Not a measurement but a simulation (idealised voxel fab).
Process module heading - voxel spacer lines
220 nm wide, 5 nm square cells: that's cross-section cut.
Cross-section = grid of square cells, listed top down in bands; band = one or more rows.
Basically the band line says how high the top is and how high the bottom is, in nm, and then what's in it from left to right, every material with its width in nm. Empty space shows up as "empty", and if a single material carries "edge to edge" it runs the full band edge to edge.
Heights are measured from 0, the level below which the as-received wafer is all one material; the lowest band has no bottom and continues downward, written as in "0 nm and below".
With a width like "30..40", each row of cells in the band differs from the next by the same amount, the top row carrying the first number and the bottom row the second.
Reading "no alterations made" for a step: not a cell of the cross-section changed in it.
The label "Sealed internal voids" introduces a list of the empty spaces, 8 cells or larger, that have no open way up to the top; each entry in it reads width x height at distance, where the distance is taken from the left edge and all three are stated in nm.
Post-settings text on a step line: simulator's own remark regarding the step.
For masked steps, "overlay nm" on the step line gives how far right of plan the mask actually lay; a minus sign means it lay to the left.
Set out below are the planned steps of the process:
1: RECEIVE with material Si
2: CONFORMAL_DEP with material Al2O3, thk nm 10
3: DIRECTIONAL_DEP with material TiN, thk nm 10
4: DIRECTIONAL_DEP with material aC, thk nm 20
5: PATTERN with tone cover, mask id MANDREL, material resist, width nm 20, pitch nm 60, thk nm 30, overlay nm 0
6: DIRECTIONAL_ETCH with etch materials aC, depth nm 20
7: STRIP with etch materials resist
8: CONFORMAL_DEP with material SiN, thk nm 10
9: DIRECTIONAL_ETCH with etch materials SiN, depth nm 10
10: STRIP with etch materials aC
11: DIRECTIONAL_ETCH with etch materials TiN, depth nm 10
12: STRIP with etch materials SiN
Cross-section of the wafer as it came to us, i.e., already through step 1:
* 0 nm and below: Si edge to edge
* Sealed internal voids: none
Wafer cross-section at module end: first of two, run to plan:
* 20 nm to 10 nm: empty=30 | TiN=10 | empty=20 | TiN=10 | empty=20 | TiN=10 | empty=20 | TiN=10 | empty=20 | TiN=10 | empty=20 | TiN=10 | empty=30
* 10 nm to 0 nm: Al2O3 edge to edge
* 0 nm and below: Si edge to edge
* Sealed internal voids: none
Cross-section of the latter of the two wafers at module completion. It had an identical start and an identical plan to the former; in running it, one mistake was made:
* 20 nm to 10 nm: empty=30 | TiN=10 | empty=20 | TiN=10 | empty=20 | TiN=10 | empty=20 | TiN=10 | empty=20 | TiN=10 | empty=20 | TiN=10 | empty=30
* 10 nm to 0 nm: TiN edge to edge
* 0 nm and below: Si edge to edge
* Sealed internal voids: none
In executing the process, a mistake was made relative to the plan: not per plan at step 2, really ran CONFORMAL_DEP with material TiN, thk nm 10
In the final state, the cell counts of the second wafer exceed or fall short of those of the first for the following materials: -88 Al2O3 | +88 TiN
